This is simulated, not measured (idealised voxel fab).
The process module that follows is named voxel self aligned vias.
The width of the displayed cross-section, cut, is 165 nm; its cells are square, with a size of 5 nm.
In this document a cross-section is written as a grid of square cells. It is given as a series of bands, listed from the top down, and a band is one or more rows of cells.
First you get the band's top height and its bottom height, in nm, and then the materials it's made of, left to right, with each width in nm. If you see a single material with "throughout", that one covers the band edge to edge. "air" is empty space.
Counting heights begins at 0, where everything beneath is, in the wafer as received, one material. The lowest band has no bottom; it goes on downwards, as "0 down" shows.
Note: "30 to 40" means the width goes from the first number (top row of the band) to the second number (bottom row) in equal steps per row of cells.
Reading "no change" for a step: not a cell of the cross-section changed in it.
"Tabulated closed voids": empty spaces of 8 cells or more with no open way to the top, each given as width x height at distance, distance from the left edge, all in nm.
Post-settings text on a step line: simulator's own remark regarding the step.
Each step line may optionally specify "overlay nm", which for a step with a mask gives the rightward distance between the mask's planned place and where it lay, a negative value indicating the leftward direction.
LISTED BELOW ARE THE PROCESS STEPS AS PLANNED
1. RECEIVE | material Si
2. CONFORMAL_DEP | material SiO2 | thk nm 15
3. CONFORMAL_DEP | material SiCN | thk nm 5
4. DIRECTIONAL_DEP | material lowk | thk nm 30
5. PATTERN | tone open | mask id LINES | material resist | width nm 30 | pitch nm 80 | thk nm 20 | overlay nm 0
6. DIRECTIONAL_ETCH | etch materials lowk | depth nm 30
7. STRIP | etch materials resist
8. CONFORMAL_DEP | material TiN | thk nm 5
9. FILL_DEP | material W | thk nm 10
10. CMP | height nm 50
11. SELECTIVE_ETCH | etch materials W Ru TiN | depth nm 10
12. FILL_DEP | material SiN | thk nm 5
13. CMP | height nm 50
14. DIRECTIONAL_DEP | material lowk | thk nm 20
15. DIRECTIONAL_DEP | material aC | thk nm 10
16. PATTERN | tone open | mask id VIAS | material resist | width nm 50 | pitch nm 80 | thk nm 30 | overlay nm 0
17. DIRECTIONAL_ETCH | etch materials aC | depth nm 10
18. STRIP | etch materials resist
19. DIRECTIONAL_ETCH | etch materials lowk | depth nm 20
20. DIRECTIONAL_ETCH | etch materials SiN | depth nm 10
21. STRIP | etch materials aC
22. CONFORMAL_DEP | material TiN | thk nm 5
23. FILL_DEP | material W | thk nm 10
24. CMP | height nm 70
25. CONFORMAL_DEP | material SiCN | thk nm 5
FIRST OF TWO WAFERS, PROCESSED ACCORDING TO PLAN
HERE'S WHAT THE WAFER LOOKED LIKE IN CROSS-SECTION WHEN IT ARRIVED - THAT'S AFTER STEP 1
- 0 down: Si throughout
- Tabulated closed voids: none
WAFER SECTION VIEW AFTER PROCESSING STEP 2
- 15 to 0: SiO2 throughout
- Beneath the level 0, the cross-section is identical to its previous state.
WAFER SECTION VIEW AFTER PROCESSING STEP 3
- 20 to 15: SiCN throughout
- Beneath the level 15, the cross-section is identical to its previous state.
WAFER SECTION VIEW AFTER PROCESSING STEP 4
- 50 to 20: lowk throughout
- Beneath the level 20, the cross-section is identical to its previous state.
WAFER SECTION VIEW AFTER PROCESSING STEP 5
- 70 to 50: resist 25  air 30  resist 50  air 30  resist 30
- Beneath the level 50, the cross-section is identical to its previous state.
WAFER SECTION VIEW AFTER PROCESSING STEP 6
- 70 to 50: resist 25  air 30  resist 50  air 30  resist 30
- 50 to 20: lowk 25  air 30  lowk 50  air 30  lowk 30
- Beneath the level 20, the cross-section is identical to its previous state.
WAFER SECTION VIEW AFTER PROCESSING STEP 7
- 50 to 20: lowk 25  air 30  lowk 50  air 30  lowk 30
- Beneath the level 20, the cross-section is identical to its previous state.
WAFER SECTION VIEW AFTER PROCESSING STEP 8
- 55 to 50: TiN 30  air 20  TiN 60  air 20  TiN 35
- 50 to 25: lowk 25  TiN 5  air 20  TiN 5  lowk 50  TiN 5  air 20  TiN 5  lowk 30
- 25 to 20: lowk 25  TiN 30  lowk 50  TiN 30  lowk 30
- Beneath the level 20, the cross-section is identical to its previous state.
WAFER SECTION VIEW AFTER PROCESSING STEP 9
- 65 to 55: W throughout
- 55 to 50: TiN 30  W 20  TiN 60  W 20  TiN 35
- 50 to 25: lowk 25  TiN 5  W 20  TiN 5  lowk 50  TiN 5  W 20  TiN 5  lowk 30
- Beneath the level 25, the cross-section is identical to its previous state.
WAFER SECTION VIEW AFTER PROCESSING STEP 10
- 50 to 25: lowk 25  TiN 5  W 20  TiN 5  lowk 50  TiN 5  W 20  TiN 5  lowk 30
- Beneath the level 25, the cross-section is identical to its previous state.
WAFER SECTION VIEW AFTER PROCESSING STEP 11
- 50 to 40: lowk 25  air 30  lowk 50  air 30  lowk 30
- Beneath the level 40, the cross-section is identical to its previous state.
WAFER SECTION VIEW AFTER PROCESSING STEP 12
- 55 to 50: SiN throughout
- 50 to 40: lowk 25  SiN 30  lowk 50  SiN 30  lowk 30
- Beneath the level 40, the cross-section is identical to its previous state.
WAFER SECTION VIEW AFTER PROCESSING STEP 13
- 50 to 40: lowk 25  SiN 30  lowk 50  SiN 30  lowk 30
- Beneath the level 40, the cross-section is identical to its previous state.
WAFER SECTION VIEW AFTER PROCESSING STEP 14
- 70 to 50: lowk throughout
- Beneath the level 50, the cross-section is identical to its previous state.
WAFER SECTION VIEW AFTER PROCESSING STEP 15
- 80 to 70: aC throughout
- Beneath the level 70, the cross-section is identical to its previous state.
WAFER SECTION VIEW AFTER PROCESSING STEP 16
- 110 to 80: resist 15  air 50  resist 30  air 50  resist 20
- Beneath the level 80, the cross-section is identical to its previous state.
WAFER SECTION VIEW AFTER PROCESSING STEP 17
- 100 to 80: resist 15  air 50  resist 30  air 50  resist 20
- 80 to 70: aC 15  air 50  aC 30  air 50  aC 20
- Beneath the level 70, the cross-section is identical to its previous state.
WAFER SECTION VIEW AFTER PROCESSING STEP 18
- 80 to 70: aC 15  air 50  aC 30  air 50  aC 20
- Beneath the level 70, the cross-section is identical to its previous state.
WAFER SECTION VIEW AFTER PROCESSING STEP 19
- 80 to 70: aC 15  air 50  aC 30  air 50  aC 20
- 70 to 50: lowk 15  air 50  lowk 30  air 50  lowk 20
- Beneath the level 50, the cross-section is identical to its previous state.
WAFER SECTION VIEW AFTER PROCESSING STEP 20
- 80 to 70: aC 15  air 50  aC 30  air 50  aC 20
- 70 to 50: lowk 15  air 50  lowk 30  air 50  lowk 20
- 50 to 40: lowk 25  air 30  lowk 50  air 30  lowk 30
- Beneath the level 40, the cross-section is identical to its previous state.
WAFER SECTION VIEW AFTER PROCESSING STEP 21
- 70 to 50: lowk 15  air 50  lowk 30  air 50  lowk 20
- Beneath the level 50, the cross-section is identical to its previous state.
WAFER SECTION VIEW AFTER PROCESSING STEP 22
- 75 to 70: TiN 20  air 40  TiN 40  air 40  TiN 25
- 70 to 55: lowk 15  TiN 5  air 40  TiN 5  lowk 30  TiN 5  air 40  TiN 5  lowk 20
- 55 to 45: lowk 15 to 25  TiN 15 to 5  air 20  TiN 15 to 5  lowk 30 to 50  TiN 15 to 5  air 20  TiN 15 to 5  lowk 20 to 30
- 45 to 40: lowk 25  TiN 30  lowk 50  TiN 30  lowk 30
- Beneath the level 40, the cross-section is identical to its previous state.
WAFER SECTION VIEW AFTER PROCESSING STEP 23
- 85 to 75: W throughout
- 75 to 70: TiN 20  W 40  TiN 40  W 40  TiN 25
- 70 to 55: lowk 15  TiN 5  W 40  TiN 5  lowk 30  TiN 5  W 40  TiN 5  lowk 20
- 55 to 45: lowk 15 to 25  TiN 15 to 5  W 20  TiN 15 to 5  lowk 30 to 50  TiN 15 to 5  W 20  TiN 15 to 5  lowk 20 to 30
- Beneath the level 45, the cross-section is identical to its previous state.
WAFER SECTION VIEW AFTER PROCESSING STEP 24
- 70 to 55: lowk 15  TiN 5  W 40  TiN 5  lowk 30  TiN 5  W 40  TiN 5  lowk 20
- Beneath the level 55, the cross-section is identical to its previous state.
WAFER SECTION VIEW AFTER PROCESSING STEP 25
- 75 to 70: SiCN throughout
- Beneath the level 70, the cross-section is identical to its previous state.
OKAY, SECOND WAFER. NOTHING DIFFERENT AT THE START, NOTHING DIFFERENT IN THE PLAN, JUST ONE MISTAKE SOMEWHERE IN THE RUNNING. AS FAR AS STEP 4, COUNTING THAT STEP, IT'S THE FIRST WAFER ALL OVER AGAIN
AT THE PLANNED END OF STEP 5, THE SECOND WAFER IN CROSS-SECTION
- 70 to 50: resist 30  air 25  resist 55  air 25  resist 30
- Beneath the level 50, the cross-section is identical to its previous state.
AT THE PLANNED END OF STEP 6, THE SECOND WAFER IN CROSS-SECTION
- 70 to 50: resist 30  air 25  resist 55  air 25  resist 30
- 50 to 20: lowk 30  air 25  lowk 55  air 25  lowk 30
- Beneath the level 20, the cross-section is identical to its previous state.
AT THE PLANNED END OF STEP 7, THE SECOND WAFER IN CROSS-SECTION
- 50 to 20: lowk 30  air 25  lowk 55  air 25  lowk 30
- Beneath the level 20, the cross-section is identical to its previous state.
AT THE PLANNED END OF STEP 8, THE SECOND WAFER IN CROSS-SECTION
- 55 to 50: TiN 35  air 15  TiN 65  air 15  TiN 35
- 50 to 25: lowk 30  TiN 5  air 15  TiN 5  lowk 55  TiN 5  air 15  TiN 5  lowk 30
- 25 to 20: lowk 30  TiN 25  lowk 55  TiN 25  lowk 30
- Beneath the level 20, the cross-section is identical to its previous state.
AT THE PLANNED END OF STEP 9, THE SECOND WAFER IN CROSS-SECTION
- 65 to 55: W throughout
- 55 to 50: TiN 35  W 15  TiN 65  W 15  TiN 35
- 50 to 25: lowk 30  TiN 5  W 15  TiN 5  lowk 55  TiN 5  W 15  TiN 5  lowk 30
- Beneath the level 25, the cross-section is identical to its previous state.
AT THE PLANNED END OF STEP 10, THE SECOND WAFER IN CROSS-SECTION
- 50 to 25: lowk 30  TiN 5  W 15  TiN 5  lowk 55  TiN 5  W 15  TiN 5  lowk 30
- Beneath the level 25, the cross-section is identical to its previous state.
AT THE PLANNED END OF STEP 11, THE SECOND WAFER IN CROSS-SECTION
- 50 to 40: lowk 30  air 25  lowk 55  air 25  lowk 30
- Beneath the level 40, the cross-section is identical to its previous state.
AT THE PLANNED END OF STEP 12, THE SECOND WAFER IN CROSS-SECTION
- 55 to 50: SiN throughout
- 50 to 40: lowk 30  SiN 25  lowk 55  SiN 25  lowk 30
- Beneath the level 40, the cross-section is identical to its previous state.
AT THE PLANNED END OF STEP 13, THE SECOND WAFER IN CROSS-SECTION
- 50 to 40: lowk 30  SiN 25  lowk 55  SiN 25  lowk 30
- Beneath the level 40, the cross-section is identical to its previous state.
AT THE PLANNED END OF STEP 14, THE SECOND WAFER IN CROSS-SECTION
- 70 to 50: lowk throughout
- Beneath the level 50, the cross-section is identical to its previous state.
AT THE PLANNED END OF STEP 15, THE SECOND WAFER IN CROSS-SECTION
- 80 to 70: aC throughout
- Beneath the level 70, the cross-section is identical to its previous state.
AT THE PLANNED END OF STEP 16, THE SECOND WAFER IN CROSS-SECTION
- 110 to 80: resist 15  air 50  resist 30  air 50  resist 20
- Beneath the level 80, the cross-section is identical to its previous state.
AT THE PLANNED END OF STEP 17, THE SECOND WAFER IN CROSS-SECTION
- 100 to 80: resist 15  air 50  resist 30  air 50  resist 20
- 80 to 70: aC 15  air 50  aC 30  air 50  aC 20
- Beneath the level 70, the cross-section is identical to its previous state.
AT THE PLANNED END OF STEP 18, THE SECOND WAFER IN CROSS-SECTION
- 80 to 70: aC 15  air 50  aC 30  air 50  aC 20
- Beneath the level 70, the cross-section is identical to its previous state.
AT THE PLANNED END OF STEP 19, THE SECOND WAFER IN CROSS-SECTION
- 80 to 70: aC 15  air 50  aC 30  air 50  aC 20
- 70 to 50: lowk 15  air 50  lowk 30  air 50  lowk 20
- Beneath the level 50, the cross-section is identical to its previous state.
AT THE PLANNED END OF STEP 20, THE SECOND WAFER IN CROSS-SECTION
- 80 to 70: aC 15  air 50  aC 30  air 50  aC 20
- 70 to 50: lowk 15  air 50  lowk 30  air 50  lowk 20
- 50 to 40: lowk 30  air 25  lowk 55  air 25  lowk 30
- Beneath the level 40, the cross-section is identical to its previous state.
AT THE PLANNED END OF STEP 21, THE SECOND WAFER IN CROSS-SECTION
- 70 to 50: lowk 15  air 50  lowk 30  air 50  lowk 20
- Beneath the level 50, the cross-section is identical to its previous state.
AT THE PLANNED END OF STEP 22, THE SECOND WAFER IN CROSS-SECTION
- 75 to 70: TiN 20  air 40  TiN 40  air 40  TiN 25
- 70 to 55: lowk 15  TiN 5  air 40  TiN 5  lowk 30  TiN 5  air 40  TiN 5  lowk 20
- 55 to 45: lowk 15 to 30  TiN 20 to 5  air 15  TiN 15 to 5  lowk 30 to 55  TiN 20 to 5  air 15  TiN 15 to 5  lowk 20 to 30
- 45 to 40: lowk 30  TiN 25  lowk 55  TiN 25  lowk 30
- Beneath the level 40, the cross-section is identical to its previous state.
AT THE PLANNED END OF STEP 23, THE SECOND WAFER IN CROSS-SECTION
- 85 to 75: W throughout
- 75 to 70: TiN 20  W 40  TiN 40  W 40  TiN 25
- 70 to 55: lowk 15  TiN 5  W 40  TiN 5  lowk 30  TiN 5  W 40  TiN 5  lowk 20
- 55 to 45: lowk 15 to 30  TiN 20 to 5  W 15  TiN 15 to 5  lowk 30 to 55  TiN 20 to 5  W 15  TiN 15 to 5  lowk 20 to 30
- Beneath the level 45, the cross-section is identical to its previous state.
AT THE PLANNED END OF STEP 24, THE SECOND WAFER IN CROSS-SECTION
- 70 to 55: lowk 15  TiN 5  W 40  TiN 5  lowk 30  TiN 5  W 40  TiN 5  lowk 20
- Beneath the level 55, the cross-section is identical to its previous state.
AT THE PLANNED END OF STEP 25, THE SECOND WAFER IN CROSS-SECTION
- 75 to 70: SiCN throughout
- Beneath the level 70, the cross-section is identical to its previous state.
Plan not followed: step 5 ran as: PATTERN | tone open | mask id LINES | material resist | width nm 25 | pitch nm 80 | thk nm 20 | overlay nm 0
Once processing is complete, comparing cell counts shows that the second wafer has more or fewer of certain materials than the first: 2 fewer of TiN, 10 fewer of W, 12 more of lowk
